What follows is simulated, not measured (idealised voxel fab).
Module name: voxel fin reveal (process module)
The cross-section shown here is cut; it is 250 nm wide and divided into square cells measuring 5 nm on a side.
Cross-section, as written here: a square-cell grid given band by band from the top down, where a band holds one or more rows of cells.
Top, bottom (nm), then materials left to right with widths (nm); lone material tagged "full width" fills the whole band edge to edge; "empty" = empty space.
Height datum 0, below which the as-received substrate wafer is one material. Lowest band open at the bottom, running downward: "from 0 down".
Read "30..40" as a graded width: first number on top, second number at the bottom, same change between each pair of neighbouring rows.
For the purposes of this document, the phrase "no alterations made" attached to a step denotes that no cell within the cross-section was modified by that step.
The entry titled "Voids, fully enclosed" provides the empty spaces that have no open way to the top, restricted to those of 8 cells or more. Each is presented as width x height at distance, the distance being measured from the left edge, with all three in nm.
Whatever follows a step's settings on its line is a remark the simulator itself makes about that step.
overlay nm: right-of-plan distance of the mask on a masked step; negative values mean left-of-plan.

**Process steps foreseen in the plan**
1: RECEIVE | material Si
2: CONFORMAL_DEP | material SiN | thk nm 10
3: DIRECTIONAL_DEP | material aC | thk nm 10
4: PATTERN | tone cover | mask id FINS | material resist | width nm 15 | pitch nm 40 | thk nm 25 | overlay nm 0
5: DIRECTIONAL_ETCH | etch materials aC | depth nm 10
6: STRIP | etch materials resist
7: DIRECTIONAL_ETCH | etch materials SiN | depth nm 10
8: DIRECTIONAL_ETCH | etch materials Si | depth nm 40
9: STRIP | etch materials aC
10: OXIDIZE | depth nm 5
11: FILL_DEP | material SiO2 | thk nm 15
12: CMP | height nm 10
13: SELECTIVE_ETCH | etch materials SiO2 | depth nm 20
14: STRIP | etch materials SiN

**First of two wafers - as planned**

**As received (post step 1): cross-section**
from 0 down = Si full width
Voids, fully enclosed: none

**How the wafer stands in section after step 2**
from 10 to 0 = SiN full width
No changes below 0.

**How the wafer stands in section after step 3**
from 20 to 10 = aC full width
No changes below 10.

**How the wafer stands in section after step 4**
from 45 to 20 = empty 95 | resist 15 | empty 25 | resist 15 | empty 100
No changes below 20.

**How the wafer stands in section after step 5**
from 35 to 20 = empty 95 | resist 15 | empty 25 | resist 15 | empty 100
from 20 to 10 = empty 95 | aC 15 | empty 25 | aC 15 | empty 100
No changes below 10.

**How the wafer stands in section after step 6**
from 20 to 10 = empty 95 | aC 15 | empty 25 | aC 15 | empty 100
No changes below 10.

**How the wafer stands in section after step 7**
from 20 to 10 = empty 95 | aC 15 | empty 25 | aC 15 | empty 100
from 10 to 0 = empty 95 | SiN 15 | empty 25 | SiN 15 | empty 100
No changes below 0.

**How the wafer stands in section after step 8**
from 20 to 10 = empty 95 | aC 15 | empty 25 | aC 15 | empty 100
from 10 to 0 = empty 95 | SiN 15 | empty 25 | SiN 15 | empty 100
from 0 to -40 = empty 95 | Si 15 | empty 25 | Si 15 | empty 100
No changes below -40.

**How the wafer stands in section after step 9**
from 10 to 0 = empty 95 | SiN 15 | empty 25 | SiN 15 | empty 100
No changes below 0.

**How the wafer stands in section after step 10**
from 10 to 0 = empty 95 | SiN 15 | empty 25 | SiN 15 | empty 100
from 0 to -40 = empty 95 | SiO2 5 | Si 5 | SiO2 5 | empty 25 | SiO2 5 | Si 5 | SiO2 5 | empty 100
from -40 to -45 = SiO2 100 | Si 5 | SiO2 35 | Si 5 | SiO2 105
No changes below -45.

**How the wafer stands in section after step 11**
from 25 to 10 = SiO2 full width
from 10 to 0 = SiO2 95 | SiN 15 | SiO2 25 | SiN 15 | SiO2 100
from 0 to -45 = SiO2 100 | Si 5 | SiO2 35 | Si 5 | SiO2 105
No changes below -45.

**How the wafer stands in section after step 12**
from 10 to 0 = SiO2 95 | SiN 15 | SiO2 25 | SiN 15 | SiO2 100
No changes below 0.

**How the wafer stands in section after step 13**
from 10 to 0 = empty 95 | SiN 15 | empty 25 | SiN 15 | empty 100
from 0 to -10 = empty 100 | Si 5 | empty 35 | Si 5 | empty 105
No changes below -10.

**How the wafer stands in section after step 14**
from 0 to -10 = empty 100 | Si 5 | empty 35 | Si 5 | empty 105
No changes below -10.

**The Second Wafer: Common Origin and Plan, One Mistake in Execution, Identical to the First Through Step 3**

**when step 4 should have ended**
from 45 to 20 = empty 85 | resist 15 | empty 25 | resist 15 | empty 110
No changes below 20.

**when step 5 should have ended**
from 35 to 20 = empty 85 | resist 15 | empty 25 | resist 15 | empty 110
from 20 to 10 = empty 85 | aC 15 | empty 25 | aC 15 | empty 110
No changes below 10.

**when step 6 should have ended**
from 20 to 10 = empty 85 | aC 15 | empty 25 | aC 15 | empty 110
No changes below 10.

**when step 7 should have ended**
from 20 to 10 = empty 85 | aC 15 | empty 25 | aC 15 | empty 110
from 10 to 0 = empty 85 | SiN 15 | empty 25 | SiN 15 | empty 110
No changes below 0.

**when step 8 should have ended**
from 20 to 10 = empty 85 | aC 15 | empty 25 | aC 15 | empty 110
from 10 to 0 = empty 85 | SiN 15 | empty 25 | SiN 15 | empty 110
from 0 to -40 = empty 85 | Si 15 | empty 25 | Si 15 | empty 110
No changes below -40.

**when step 9 should have ended**
from 10 to 0 = empty 85 | SiN 15 | empty 25 | SiN 15 | empty 110
No changes below 0.

**when step 10 should have ended**
from 10 to 0 = empty 85 | SiN 15 | empty 25 | SiN 15 | empty 110
from 0 to -40 = empty 85 | SiO2 5 | Si 5 | SiO2 5 | empty 25 | SiO2 5 | Si 5 | SiO2 5 | empty 110
from -40 to -45 = SiO2 90 | Si 5 | SiO2 35 | Si 5 | SiO2 115
No changes below -45.

**when step 11 should have ended**
from 25 to 10 = SiO2 full width
from 10 to 0 = SiO2 85 | SiN 15 | SiO2 25 | SiN 15 | SiO2 110
from 0 to -45 = SiO2 90 | Si 5 | SiO2 35 | Si 5 | SiO2 115
No changes below -45.

**when step 12 should have ended**
from 10 to 0 = SiO2 85 | SiN 15 | SiO2 25 | SiN 15 | SiO2 110
No changes below 0.

**when step 13 should have ended**
from 10 to 0 = empty 85 | SiN 15 | empty 25 | SiN 15 | empty 110
from 0 to -10 = empty 90 | Si 5 | empty 35 | Si 5 | empty 115
No changes below -10.

**when step 14 should have ended**
from 0 to -10 = empty 90 | Si 5 | empty 35 | Si 5 | empty 115
No changes below -10.
It is concluded that the wafer was processed incorrectly with respect to the plan, in that step 4: run off-plan, actual operation and settings PATTERN | tone cover | mask id FINS | material resist | width nm 15 | pitch nm 40 | thk nm 25 | overlay nm -10
At the end, each material covers as many cells on the second wafer as it does on the first, though the cells it covers are elsewhere.
